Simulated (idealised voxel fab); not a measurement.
The following process module bears the name voxel trench capacitor.
The width of the displayed cross-section, cut, is 295 nm; its cells are square, with a size of 5 nm.
Cross-section spec: square-cell grid; bands listed top down; each band is one or more rows.
In this notation a band is specified by the heights of its top and bottom, in that order and in nm, after which its materials appear from left to right, each paired with its width in nm. The word "everywhere" attached to a single material means that material fills the band from edge to edge; the word "empty" stands for empty space.
Zero point of the height axis is 0; under it, received wafer = one material. Lowest band: continues down indefinitely, "0 and below".
A two-number width, for instance "30->40", indicates that the width is equal to the first number in the top row of the band and to the second number in the bottom row, and that it changes by a constant amount per row of cells.
"left unchanged" means the step left every cell of the cross-section as it was.
Closed-off voids of 8+ cells (no open route to the top) go in "Fully closed voids", written width x height at distance from the left edge, in nm.
The remark found on a step's line after its settings is issued by the simulator itself and pertains to that step.
overlay nm: on a step with a mask, how far right of its planned place the mask lay; negative means left.

[Steps in the process plan]
1: RECEIVE | material Si
2: CONFORMAL_DEP | material SiN | thk nm 10
3: DIRECTIONAL_DEP | material aC | thk nm 10
4: PATTERN | tone open | mask id TRENCH | material resist | width nm 25 | pitch nm 45 | thk nm 30 | overlay nm 0
5: DIRECTIONAL_ETCH | etch materials aC | depth nm 10
6: STRIP | etch materials resist
7: DIRECTIONAL_ETCH | etch materials SiN | depth nm 10
8: DIRECTIONAL_ETCH | etch materials Si | depth nm 30
9: STRIP | etch materials aC
10: CONFORMAL_DEP | material Al2O3 | thk nm 5
11: FILL_DEP | material polySi | thk nm 5
12: CMP | height nm 10

[First wafer of two (run as planned)]

[Delivered wafer in cross-section: state after step 1]
  0 and below  Si everywhere
  Fully closed voids: none

[How the wafer stands in section after step 2]
  10 down to 0  SiN everywhere
  Below 0, the layers are the same as they were.

[How the wafer stands in section after step 3]
  20 down to 10  aC everywhere
  Below 10, the layers are the same as they were.

[How the wafer stands in section after step 4]
  50 down to 20  resist: 65, then empty: 25, then resist: 20, then empty: 25, then resist: 20, then empty: 25, then resist: 20, then empty: 25, then resist: 70
  Below 20, the layers are the same as they were.

[How the wafer stands in section after step 5]
  40 down to 20  resist: 65, then empty: 25, then resist: 20, then empty: 25, then resist: 20, then empty: 25, then resist: 20, then empty: 25, then resist: 70
  20 down to 10  aC: 65, then empty: 25, then aC: 20, then empty: 25, then aC: 20, then empty: 25, then aC: 20, then empty: 25, then aC: 70
  Below 10, the layers are the same as they were.

[How the wafer stands in section after step 6]
  20 down to 10  aC: 65, then empty: 25, then aC: 20, then empty: 25, then aC: 20, then empty: 25, then aC: 20, then empty: 25, then aC: 70
  Below 10, the layers are the same as they were.

[How the wafer stands in section after step 7]
  20 down to 10  aC: 65, then empty: 25, then aC: 20, then empty: 25, then aC: 20, then empty: 25, then aC: 20, then empty: 25, then aC: 70
  10 down to 0  SiN: 65, then empty: 25, then SiN: 20, then empty: 25, then SiN: 20, then empty: 25, then SiN: 20, then empty: 25, then SiN: 70
  Below 0, the layers are the same as they were.

[How the wafer stands in section after step 8]
  20 down to 10  aC: 65, then empty: 25, then aC: 20, then empty: 25, then aC: 20, then empty: 25, then aC: 20, then empty: 25, then aC: 70
  10 down to 0  SiN: 65, then empty: 25, then SiN: 20, then empty: 25, then SiN: 20, then empty: 25, then SiN: 20, then empty: 25, then SiN: 70
  0 down to -30  Si: 65, then empty: 25, then Si: 20, then empty: 25, then Si: 20, then empty: 25, then Si: 20, then empty: 25, then Si: 70
  Below -30, the layers are the same as they were.

[How the wafer stands in section after step 9]
  10 down to 0  SiN: 65, then empty: 25, then SiN: 20, then empty: 25, then SiN: 20, then empty: 25, then SiN: 20, then empty: 25, then SiN: 70
  Below 0, the layers are the same as they were.

[How the wafer stands in section after step 10]
  15 down to 10  Al2O3: 70, then empty: 15, then Al2O3: 30, then empty: 15, then Al2O3: 30, then empty: 15, then Al2O3: 30, then empty: 15, then Al2O3: 75
  10 down to 0  SiN: 65, then Al2O3: 5, then empty: 15, then Al2O3: 5, then SiN: 20, then Al2O3: 5, then empty: 15, then Al2O3: 5, then SiN: 20, then Al2O3: 5, then empty: 15, then Al2O3: 5, then SiN: 20, then Al2O3: 5, then empty: 15, then Al2O3: 5, then SiN: 70
  0 down to -25  Si: 65, then Al2O3: 5, then empty: 15, then Al2O3: 5, then Si: 20, then Al2O3: 5, then empty: 15, then Al2O3: 5, then Si: 20, then Al2O3: 5, then empty: 15, then Al2O3: 5, then Si: 20, then Al2O3: 5, then empty: 15, then Al2O3: 5, then Si: 70
  -25 down to -30  Si: 65, then Al2O3: 25, then Si: 20, then Al2O3: 25, then Si: 20, then Al2O3: 25, then Si: 20, then Al2O3: 25, then Si: 70
  Below -30, the layers are the same as they were.

[How the wafer stands in section after step 11]
  20 down to 15  polySi everywhere
  15 down to 10  Al2O3: 70, then polySi: 15, then Al2O3: 30, then polySi: 15, then Al2O3: 30, then polySi: 15, then Al2O3: 30, then polySi: 15, then Al2O3: 75
  10 down to 0  SiN: 65, then Al2O3: 5, then polySi: 15, then Al2O3: 5, then SiN: 20, then Al2O3: 5, then polySi: 15, then Al2O3: 5, then SiN: 20, then Al2O3: 5, then polySi: 15, then Al2O3: 5, then SiN: 20, then Al2O3: 5, then polySi: 15, then Al2O3: 5, then SiN: 70
  0 down to -25  Si: 65, then Al2O3: 5, then polySi: 15, then Al2O3: 5, then Si: 20, then Al2O3: 5, then polySi: 15, then Al2O3: 5, then Si: 20, then Al2O3: 5, then polySi: 15, then Al2O3: 5, then Si: 20, then Al2O3: 5, then polySi: 15, then Al2O3: 5, then Si: 70
  Below -25, the layers are the same as they were.

[How the wafer stands in section after step 12]
  10 down to 0  SiN: 65, then Al2O3: 5, then polySi: 15, then Al2O3: 5, then SiN: 20, then Al2O3: 5, then polySi: 15, then Al2O3: 5, then SiN: 20, then Al2O3: 5, then polySi: 15, then Al2O3: 5, then SiN: 20, then Al2O3: 5, then polySi: 15, then Al2O3: 5, then SiN: 70
  Below 0, the layers are the same as they were.

[Wafer two of the pair: same origin, same plan, one error during the run; identical to wafer one up to and including step 5]

[Second wafer cross-section, taken as of the time the plan sets for step 6 to be done]
  40 down to 20  resist: 65, then empty: 25, then resist: 20, then empty: 25, then resist: 20, then empty: 25, then resist: 20, then empty: 25, then resist: 70
  20 down to 10  aC: 65, then empty: 25, then aC: 20, then empty: 25, then aC: 20, then empty: 25, then aC: 20, then empty: 25, then aC: 70
  10 down to 0  SiN: 65, then empty: 25, then SiN: 20, then empty: 25, then SiN: 20, then empty: 25, then SiN: 20, then empty: 25, then SiN: 70
  Below 0, the layers are the same as they were.

[Second wafer cross-section, taken as of the time the plan sets for step 7 to be done]
  20 down to 10  aC: 65, then empty: 25, then aC: 20, then empty: 25, then aC: 20, then empty: 25, then aC: 20, then empty: 25, then aC: 70
  Below 10, the layers are the same as they were.

[Second wafer cross-section, taken as of the time the plan sets for step 8 to be done]
  20 down to 10  aC: 65, then empty: 25, then aC: 20, then empty: 25, then aC: 20, then empty: 25, then aC: 20, then empty: 25, then aC: 70
  10 down to 0  SiN: 65, then empty: 25, then SiN: 20, then empty: 25, then SiN: 20, then empty: 25, then SiN: 20, then empty: 25, then SiN: 70
  0 down to -30  Si: 65, then empty: 25, then Si: 20, then empty: 25, then Si: 20, then empty: 25, then Si: 20, then empty: 25, then Si: 70
  Below -30, the layers are the same as they were.

[Second wafer cross-section, taken as of the time the plan sets for step 9 to be done]
  10 down to 0  SiN: 65, then empty: 25, then SiN: 20, then empty: 25, then SiN: 20, then empty: 25, then SiN: 20, then empty: 25, then SiN: 70
  Below 0, the layers are the same as they were.

[Second wafer cross-section, taken as of the time the plan sets for step 10 to be done]
  15 down to 10  Al2O3: 70, then empty: 15, then Al2O3: 30, then empty: 15, then Al2O3: 30, then empty: 15, then Al2O3: 30, then empty: 15, then Al2O3: 75
  10 down to 0  SiN: 65, then Al2O3: 5, then empty: 15, then Al2O3: 5, then SiN: 20, then Al2O3: 5, then empty: 15, then Al2O3: 5, then SiN: 20, then Al2O3: 5, then empty: 15, then Al2O3: 5, then SiN: 20, then Al2O3: 5, then empty: 15, then Al2O3: 5, then SiN: 70
  0 down to -25  Si: 65, then Al2O3: 5, then empty: 15, then Al2O3: 5, then Si: 20, then Al2O3: 5, then empty: 15, then Al2O3: 5, then Si: 20, then Al2O3: 5, then empty: 15, then Al2O3: 5, then Si: 20, then Al2O3: 5, then empty: 15, then Al2O3: 5, then Si: 70
  -25 down to -30  Si: 65, then Al2O3: 25, then Si: 20, then Al2O3: 25, then Si: 20, then Al2O3: 25, then Si: 20, then Al2O3: 25, then Si: 70
  Below -30, the layers are the same as they were.

[Second wafer cross-section, taken as of the time the plan sets for step 11 to be done]
  20 down to 15  polySi everywhere
  15 down to 10  Al2O3: 70, then polySi: 15, then Al2O3: 30, then polySi: 15, then Al2O3: 30, then polySi: 15, then Al2O3: 30, then polySi: 15, then Al2O3: 75
  10 down to 0  SiN: 65, then Al2O3: 5, then polySi: 15, then Al2O3: 5, then SiN: 20, then Al2O3: 5, then polySi: 15, then Al2O3: 5, then SiN: 20, then Al2O3: 5, then polySi: 15, then Al2O3: 5, then SiN: 20, then Al2O3: 5, then polySi: 15, then Al2O3: 5, then SiN: 70
  0 down to -25  Si: 65, then Al2O3: 5, then polySi: 15, then Al2O3: 5, then Si: 20, then Al2O3: 5, then polySi: 15, then Al2O3: 5, then Si: 20, then Al2O3: 5, then polySi: 15, then Al2O3: 5, then Si: 20, then Al2O3: 5, then polySi: 15, then Al2O3: 5, then Si: 70
  Below -25, the layers are the same as they were.

[Second wafer cross-section, taken as of the time the plan sets for step 12 to be done]
  10 down to 0  SiN: 65, then Al2O3: 5, then polySi: 15, then Al2O3: 5, then SiN: 20, then Al2O3: 5, then polySi: 15, then Al2O3: 5, then SiN: 20, then Al2O3: 5, then polySi: 15, then Al2O3: 5, then SiN: 20, then Al2O3: 5, then polySi: 15, then Al2O3: 5, then SiN: 70
  Below 0, the layers are the same as they were.
Which mistake was made when the wafer was run? it was found that steps 6 and 7 of the process plan had been performed in exchanged positions
If you compare the two wafers at the end, their cross-sections are the same, so as far as this model is concerned the mistake changes nothing.
